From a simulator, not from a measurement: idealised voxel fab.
The following process module bears the name voxel self aligned contacts.
This is section cut - it's 150 nm across, gridded in 5 nm square cells.
Cross-section format: a grid of square cells, given as bands from top to bottom; each band is one or more rows of cells.
It is stipulated that each band's entry specify, in nanometres, the height of the top of the band and then that of its bottom, followed by the materials of the band in left-to-right sequence, each together with its width in nanometres. A single material marked by the word "everywhere" is understood to fill the band from edge to edge; the word "air" is understood to denote empty space.
All heights in this document are referenced to 0, defined as the level beneath which the wafer, as received, consists entirely of one material. The lowest band is not bounded below; it extends indefinitely downward and is written in the form "0 -> down".
The notation "30->40" denotes a width that varies across the rows of cells in the band, beginning at the first number in the top row, finishing at the second number in the bottom row, and changing by an identical amount from each row to the next.
"nothing altered" after a step means that no cell of the cross-section changed.
Empty spaces without an open route to the top, at least 8 cells in extent, make up the entry "Voids, fully enclosed"; each is given as width x height at distance, where the distance is measured from the left edge, and all are in nm.
Past the settings on a step's line: simulator remark, on that step.
overlay nm, on a step with a mask: how far to the right of its planned place the mask lay; to the left if negative

## These are the steps we planned for the process
1,RECEIVE | material Si
2,CONFORMAL_DEP | material SiO2 | thk nm 5
3,DIRECTIONAL_DEP | material polySi | thk nm 30
4,DIRECTIONAL_DEP | material SiN | thk nm 20
5,MASKED_ETCH | tone cover | mask id GATE | width nm 30 | pitch nm 60 | etch materials SiN | depth nm 20 | overlay nm 0
6,MASKED_ETCH | tone cover | mask id GATE | width nm 30 | pitch nm 60 | etch materials polySi | depth nm 30 | overlay nm 0
7,CONFORMAL_DEP | material SiN | thk nm 5
8,DIRECTIONAL_ETCH | etch materials SiN | depth nm 5
9,FILL_DEP | material SiO2 | thk nm 20
10,CMP | height nm 65
11,DIRECTIONAL_DEP | material aC | thk nm 15
12,PATTERN | tone open | mask id CONTACT | material resist | width nm 40 | thk nm 30 | overlay nm 0
13,DIRECTIONAL_ETCH | etch materials aC | depth nm 15
14,STRIP | etch materials resist
15,DIRECTIONAL_ETCH | etch materials SiO2 | depth nm 65
16,STRIP | etch materials aC
17,CONFORMAL_DEP | material TiN | thk nm 5
18,FILL_DEP | material W | thk nm 5
19,CMP | height nm 65
20,CONFORMAL_DEP | material SiN | thk nm 5

## Incoming wafer in cross-section (state: after step 1)
  0 -> down: Si everywhere
  Voids, fully enclosed: none

## Here's the wafer cut in cross-section after the module, started and planned just like above, except one thing was done wrong in the run
  70 -> 65: SiN everywhere
  65 -> 60: 55 SiO2 | 5 TiN | 30 W | 5 TiN | 55 SiO2
  60 -> 55: 55 SiO2 | 40 TiN | 55 SiO2
  55 -> 35: 35 SiN | 20 SiO2 | 40 SiN | 20 SiO2 | 35 SiN
  35 -> 5: polySi everywhere
  5 -> 0: SiO2 everywhere
  0 -> down: Si everywhere
  Voids, fully enclosed: none
Plan not followed: planned and actual differ for step 5; actual: MASKED_ETCH | tone open | mask id GATE | width nm 30 | pitch nm 60 | etch materials SiN | depth nm 20 | overlay nm 0
